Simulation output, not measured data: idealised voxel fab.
process module | voxel fin reveal
cross-section cut | 220 nm wide | cells 5 nm
A cross-section is a grid of square cells, given in bands from the top down. A band is one or more rows of cells.
Each band's line starts with the height of the band's top and of its bottom, in nm. Then come its materials from left to right, each with its width in nm. One material with "throughout" fills the band from edge to edge. "air" is empty space.
Height 0 is the level under which the wafer as received is all one material. The lowest band goes on downwards, as in "0 down".
A width such as "30 to 40" changes by the same amount from each row of cells to the next, from the band's top row to its bottom row.
"no change" after a step means that no cell of the cross-section changed.
closed voids: empty space of 8 cells or more with no open way to the top, each as width x height at its distance from the left edge, in nm
after a step's settings: what the simulator itself notes on the step
overlay nm, on a step with a mask: how far to the right of its planned place the mask lay; to the left if negative
plan
1 op RECEIVE | material Si
2 op CONFORMAL_DEP | material SiN | thk nm 10
3 op MASKED_ETCH | tone cover | mask id FINS | width nm 15 | pitch nm 35 | etch materials SiN | depth nm 10 | overlay nm 0
4 op MASKED_ETCH | tone cover | mask id FINS | width nm 15 | pitch nm 35 | etch materials Si | depth nm 40 | overlay nm 0
5 op OXIDIZE | depth nm 5
6 op FILL_DEP | material SiO2 | thk nm 15
7 op CMP | height nm 10
8 op SELECTIVE_ETCH | etch materials SiO2 | depth nm 30
9 op STRIP | etch materials SiN
as received, after step 1
  0 down: Si throughout
  closed voids: none
first wafer at the end, as planned
  0 to -20: air 70 | Si 5 | air 30 | Si 5 | air 30 | Si 5 | air 75
  -20 to -45: SiO2 70 | Si 5 | SiO2 30 | Si 5 | SiO2 30 | Si 5 | SiO2 75
  -45 down: Si throughout
  closed voids: none
second wafer at the end: like start, like plan, one mistake
  0 to -45: air 70 | Si 5 | air 30 | Si 5 | air 30 | Si 5 | air 75
  -45 down: Si throughout
  closed voids: none
what went wrong: step 8 was run twice
at the end the second wafer has, in cells: 205 fewer of SiO2
